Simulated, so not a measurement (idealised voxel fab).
A process module follows: voxel tone inversion.
We display cut, a cross-section 300 nm in width whose square cells are each 5 nm.
Cross-sections here: square-cell grids, written as top-down lists of bands, a band being one or more rows of cells.
Quick guide to a band line: top height, bottom height (nm) up front; then every material left to right with its width in nm. Only one material and it's marked "all across"? Then it fills the band edge to edge. And "air" just means empty space.
Heights are reckoned from 0. Under this level, the received wafer is all of one material. The bottommost band is open-ended downward, for example "top 0, no bottom".
Per-row width for "30..40": begins at first number (top row of band), ends at second number (bottom row), increment between rows held constant.
Basically "everything unchanged" means that step didn't change any cell in the cross-section.
Closed-off voids of 8+ cells (no open route to the top) go in "Trapped voids", written width x height at distance from the left edge, in nm.
It should be noted that, on the line of a given step, the content following the step's settings is a remark produced by the simulator itself with respect to that step.
When a step includes a mask, the "overlay nm" setting on its line states how far to the right of its planned place that mask lay, and negative values state how far to the left.
## List of planned process steps
1: RECEIVE (material Si)
2: CONFORMAL_DEP (material SiN; thk nm 5)
3: DIRECTIONAL_DEP (material polySi; thk nm 15)
4: PATTERN (tone cover; mask id POSTS; material resist; width nm 15; pitch nm 40; thk nm 20; overlay nm 0)
5: DIRECTIONAL_ETCH (etch materials polySi; depth nm 15)
6: STRIP (etch materials resist)
7: FILL_DEP (material SiO2; thk nm 10)
8: CMP (height nm 20)
9: STRIP (etch materials polySi)
10: CONFORMAL_DEP (material TiN; thk nm 5)
11: FILL_DEP (material Ru; thk nm 10)
12: CMP (height nm 20)
13: CONFORMAL_DEP (material SiN; thk nm 5)
## So, the first of our two wafers, run just as we planned it
## As-received wafer cross-section (after step 1)
* top 0, no bottom | Si all across
* Trapped voids: none
## Upon completion of step 2, the wafer appears in cross-section as shown
* top 5, bottom 0 | SiN all across
* All layers under 0 are left as they were.
## Upon completion of step 3, the wafer appears in cross-section as shown
* top 20, bottom 5 | polySi all across
* All layers under 5 are left as they were.
## Upon completion of step 4, the wafer appears in cross-section as shown
* top 40, bottom 20 | air: 100  resist: 15  air: 25  resist: 15  air: 25  resist: 15  air: 105
* All layers under 20 are left as they were.
## Upon completion of step 5, the wafer appears in cross-section as shown
* top 40, bottom 20 | air: 100  resist: 15  air: 25  resist: 15  air: 25  resist: 15  air: 105
* top 20, bottom 5 | air: 100  polySi: 15  air: 25  polySi: 15  air: 25  polySi: 15  air: 105
* All layers under 5 are left as they were.
## Upon completion of step 6, the wafer appears in cross-section as shown
* top 20, bottom 5 | air: 100  polySi: 15  air: 25  polySi: 15  air: 25  polySi: 15  air: 105
* All layers under 5 are left as they were.
## Upon completion of step 7, the wafer appears in cross-section as shown
* top 30, bottom 20 | SiO2 all across
* top 20, bottom 5 | SiO2: 100  polySi: 15  SiO2: 25  polySi: 15  SiO2: 25  polySi: 15  SiO2: 105
* All layers under 5 are left as they were.
## Upon completion of step 8, the wafer appears in cross-section as shown
* top 20, bottom 5 | SiO2: 100  polySi: 15  SiO2: 25  polySi: 15  SiO2: 25  polySi: 15  SiO2: 105
* All layers under 5 are left as they were.
## Upon completion of step 9, the wafer appears in cross-section as shown
* top 20, bottom 5 | SiO2: 100  air: 15  SiO2: 25  air: 15  SiO2: 25  air: 15  SiO2: 105
* All layers under 5 are left as they were.
## Upon completion of step 10, the wafer appears in cross-section as shown
* top 25, bottom 20 | TiN: 105  air: 5  TiN: 35  air: 5  TiN: 35  air: 5  TiN: 110
* top 20, bottom 10 | SiO2: 100  TiN: 5  air: 5  TiN: 5  SiO2: 25  TiN: 5  air: 5  TiN: 5  SiO2: 25  TiN: 5  air: 5  TiN: 5  SiO2: 105
* top 10, bottom 5 | SiO2: 100  TiN: 15  SiO2: 25  TiN: 15  SiO2: 25  TiN: 15  SiO2: 105
* All layers under 5 are left as they were.
## Upon completion of step 11, the wafer appears in cross-section as shown
* top 35, bottom 25 | Ru all across
* top 25, bottom 20 | TiN: 105  Ru: 5  TiN: 35  Ru: 5  TiN: 35  Ru: 5  TiN: 110
* top 20, bottom 10 | SiO2: 100  TiN: 5  Ru: 5  TiN: 5  SiO2: 25  TiN: 5  Ru: 5  TiN: 5  SiO2: 25  TiN: 5  Ru: 5  TiN: 5  SiO2: 105
* All layers under 10 are left as they were.
## Upon completion of step 12, the wafer appears in cross-section as shown
* top 20, bottom 10 | SiO2: 100  TiN: 5  Ru: 5  TiN: 5  SiO2: 25  TiN: 5  Ru: 5  TiN: 5  SiO2: 25  TiN: 5  Ru: 5  TiN: 5  SiO2: 105
* All layers under 10 are left as they were.
## Upon completion of step 13, the wafer appears in cross-section as shown
* top 25, bottom 20 | SiN all across
* All layers under 20 are left as they were.
## Notes, second wafer: start = first wafer's, plan = first wafer's, execution had one mistake; history identical to first through step 6
## X-section, second wafer, when step 7 was due to finish
* top 40, bottom 20 | SiO2 all across
* top 20, bottom 5 | SiO2: 100  polySi: 15  SiO2: 25  polySi: 15  SiO2: 25  polySi: 15  SiO2: 105
* All layers under 5 are left as they were.
## X-section, second wafer, when step 8 was due to finish
* top 20, bottom 5 | SiO2: 100  polySi: 15  SiO2: 25  polySi: 15  SiO2: 25  polySi: 15  SiO2: 105
* All layers under 5 are left as they were.
## X-section, second wafer, when step 9 was due to finish
* top 20, bottom 5 | SiO2: 100  air: 15  SiO2: 25  air: 15  SiO2: 25  air: 15  SiO2: 105
* All layers under 5 are left as they were.
## X-section, second wafer, when step 10 was due to finish
* top 25, bottom 20 | TiN: 105  air: 5  TiN: 35  air: 5  TiN: 35  air: 5  TiN: 110
* top 20, bottom 10 | SiO2: 100  TiN: 5  air: 5  TiN: 5  SiO2: 25  TiN: 5  air: 5  TiN: 5  SiO2: 25  TiN: 5  air: 5  TiN: 5  SiO2: 105
* top 10, bottom 5 | SiO2: 100  TiN: 15  SiO2: 25  TiN: 15  SiO2: 25  TiN: 15  SiO2: 105
* All layers under 5 are left as they were.
## X-section, second wafer, when step 11 was due to finish
* top 35, bottom 25 | Ru all across
* top 25, bottom 20 | TiN: 105  Ru: 5  TiN: 35  Ru: 5  TiN: 35  Ru: 5  TiN: 110
* top 20, bottom 10 | SiO2: 100  TiN: 5  Ru: 5  TiN: 5  SiO2: 25  TiN: 5  Ru: 5  TiN: 5  SiO2: 25  TiN: 5  Ru: 5  TiN: 5  SiO2: 105
* All layers under 10 are left as they were.
## X-section, second wafer, when step 12 was due to finish
* top 20, bottom 10 | SiO2: 100  TiN: 5  Ru: 5  TiN: 5  SiO2: 25  TiN: 5  Ru: 5  TiN: 5  SiO2: 25  TiN: 5  Ru: 5  TiN: 5  SiO2: 105
* All layers under 10 are left as they were.
## X-section, second wafer, when step 13 was due to finish
* top 25, bottom 20 | SiN all across
* All layers under 20 are left as they were.
Against the plan, the run slipped here: step 7 of the plan was executed twice over
Result: same final cross-section on the two wafers, so no effect from the mistake in this model.
